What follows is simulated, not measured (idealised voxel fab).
process module | voxel transistor to metal
cross-section cut | 205 nm wide | cells 5 nm
A cross-section is a grid of square cells, given in bands from the top down. A band is one or more rows of cells.
Each band's line starts with the height of the band's top and of its bottom, in nm. Then come its materials from left to right, each with its width in nm. One material with "throughout" fills the band from edge to edge. "air" is empty space.
Height 0 is the level under which the wafer as received is all one material. The lowest band goes on downwards, as in "0 down".
A width such as "30 to 40" changes by the same amount from each row of cells to the next, from the band's top row to its bottom row.
"no change" after a step means that no cell of the cross-section changed.
closed voids: empty space of 8 cells or more with no open way to the top, each as width x height at its distance from the left edge, in nm
after a step's settings: what the simulator itself notes on the step
overlay nm, on a step with a mask: how far to the right of its planned place the mask lay; to the left if negative
plan
1 op RECEIVE | material Si
2 op OXIDIZE | depth nm 5
3 op CONFORMAL_DEP | material SiN | thk nm 15
4 op PATTERN | tone cover | mask id ACTIVE | material resist | width nm 105 | thk nm 20 | overlay nm 0
5 op DIRECTIONAL_ETCH | etch materials SiN | depth nm 15
6 op DIRECTIONAL_ETCH | etch materials SiO2 | depth nm 5
7 op DIRECTIONAL_ETCH | etch materials Si | depth nm 35
8 op STRIP | etch materials resist
9 op FILL_DEP | material SiO2 | thk nm 10
10 op CMP | height nm 15
11 op SELECTIVE_ETCH | etch materials SiO2 | depth nm 15
12 op STRIP | etch materials SiN
13 op SELECTIVE_ETCH | etch materials SiO2 | depth nm 5
14 op OXIDIZE | depth nm 5
15 op DIRECTIONAL_DEP | material polySi | thk nm 20
16 op DIRECTIONAL_DEP | material SiCN | thk nm 15
17 op MASKED_ETCH | tone cover | mask id GATE | width nm 35 | etch materials SiCN | depth nm 25 | overlay nm 0
18 op MASKED_ETCH | tone cover | mask id GATE | width nm 35 | etch materials polySi | depth nm 30 | overlay nm 0
19 op CONFORMAL_DEP | material SiN | thk nm 10
20 op DIRECTIONAL_ETCH | etch materials SiN | depth nm 10
21 op DIRECTIONAL_ETCH | etch materials SiO2 | depth nm 5
22 op DIRECTIONAL_ETCH | etch materials Si | depth nm 10
23 op EPI | material SiGe | thk nm 10
24 op FILL_DEP | material SiO2 | thk nm 5
25 op CMP | height nm 15
26 op STRIP | etch materials polySi
27 op SELECTIVE_ETCH | etch materials SiO2 | depth nm 5
28 op CONFORMAL_DEP | material HfO2 | thk nm 5
29 op CONFORMAL_DEP | material TiN | thk nm 5
30 op FILL_DEP | material W | thk nm 5
31 op CMP | height nm 10
32 op DIRECTIONAL_DEP | material SiO2 | thk nm 10
33 op MASKED_ETCH | tone open | mask id CONTACT | width nm 15 | pitch nm 80 | etch materials SiO2 | depth nm 30 | overlay nm 0
34 op CONFORMAL_DEP | material TiN | thk nm 5
35 op FILL_DEP | material W | thk nm 10
36 op CMP | height nm 20
37 op CONFORMAL_DEP | material SiCN | thk nm 5
38 op DIRECTIONAL_DEP | material SiO2 | thk nm 20
39 op DIRECTIONAL_DEP | material aC | thk nm 15
40 op PATTERN | tone open | mask id METAL_1 | material resist | width nm 15 | pitch nm 80 | thk nm 30 | overlay nm 0
41 op DIRECTIONAL_ETCH | etch materials aC | depth nm 15
42 op STRIP | etch materials resist
43 op DIRECTIONAL_ETCH | etch materials SiO2 | depth nm 20
44 op DIRECTIONAL_ETCH | etch materials SiCN | depth nm 5
45 op STRIP | etch materials aC
46 op CONFORMAL_DEP | material TiN | thk nm 5
47 op FILL_DEP | material W | thk nm 5
48 op CMP | height nm 45
49 op EPI | material Ru | thk nm 5
50 op FILL_DEP | material SiCN | thk nm 5
51 op DIRECTIONAL_DEP | material SiO2 | thk nm 25
52 op DIRECTIONAL_DEP | material aC | thk nm 15
53 op PATTERN | tone open | mask id METAL_2 | material resist | width nm 15 | pitch nm 80 | thk nm 35 | overlay nm 0
54 op DIRECTIONAL_ETCH | etch materials aC | depth nm 15
55 op STRIP | etch materials resist
56 op DIRECTIONAL_ETCH | etch materials SiO2 | depth nm 15
57 op STRIP | etch materials aC
58 op PATTERN | tone open | mask id METAL_2_HOLES | material resist | width nm 15 | pitch nm 80 | thk nm 20 | overlay nm 0
59 op DIRECTIONAL_ETCH | etch materials SiO2 | depth nm 10
60 op DIRECTIONAL_ETCH | etch materials SiCN | depth nm 5
61 op STRIP | etch materials resist
62 op CONFORMAL_DEP | material TiN | thk nm 5
63 op FILL_DEP | material Ru | thk nm 5
64 op CMP | height nm 80
65 op CONFORMAL_DEP | material SiCN | thk nm 5
as received, after step 1
  0 down: Si throughout
  closed voids: none
a wafer at the end: this start, this plan, one mistake
  85 to 80: SiCN throughout
  80 to 55: SiO2 55 | TiN 5 | Ru 5 | TiN 5 | SiO2 65 | TiN 5 | Ru 5 | TiN 5 | SiO2 55
  55 to 50: SiCN 55 | TiN 15 | SiCN 65 | TiN 15 | SiCN 55
  50 to 45: SiCN 50 | Ru 25 | SiCN 55 | Ru 25 | SiCN 50
  45 to 25: SiO2 55 | TiN 5 | W 5 | TiN 5 | SiO2 65 | TiN 5 | W 5 | TiN 5 | SiO2 55
  25 to 20: SiCN 55 | TiN 15 | SiCN 65 | TiN 15 | SiCN 55
  20 to 10: SiO2 55 | TiN 5 | W 5 | TiN 5 | SiO2 65 | TiN 5 | W 5 | TiN 5 | SiO2 55
  10 to 5: SiO2 55 | TiN 5 | W 5 | TiN 5 | SiO2 5 | SiN 10 | HfO2 5 | TiN 5 | W 15 | TiN 5 | HfO2 5 | SiN 10 | SiO2 5 | TiN 5 | W 5 | TiN 5 | SiO2 55
  5 to 0: SiO2 55 | TiN 15 | SiO2 5 | SiN 10 | HfO2 5 | TiN 5 | W 15 | TiN 5 | HfO2 5 | SiN 10 | SiO2 5 | TiN 15 | SiO2 55
  0 to -5: SiO2 55 | TiN 10 | SiGe 10 | SiN 10 | HfO2 5 | TiN 25 | HfO2 5 | SiN 10 | SiGe 10 | TiN 10 | SiO2 55
  -5 to -10: SiO2 40 | SiN 10 | SiO2 5 | TiN 10 | SiGe 10 | SiO2 5 | HfO2 45 | SiO2 5 | SiGe 10 | TiN 10 | SiO2 5 | SiN 10 | SiO2 40
  -10 to -20: SiO2 40 | SiN 10 | SiO2 5 | SiGe 20 | Si 55 | SiGe 20 | SiO2 5 | SiN 10 | SiO2 40
  -20 to -25: SiO2 55 | Si 95 | SiO2 55
  -25 to -40: SiO2 50 | Si 105 | SiO2 50
  -40 down: Si throughout
  closed voids: none
what went wrong: step 11 was run twice
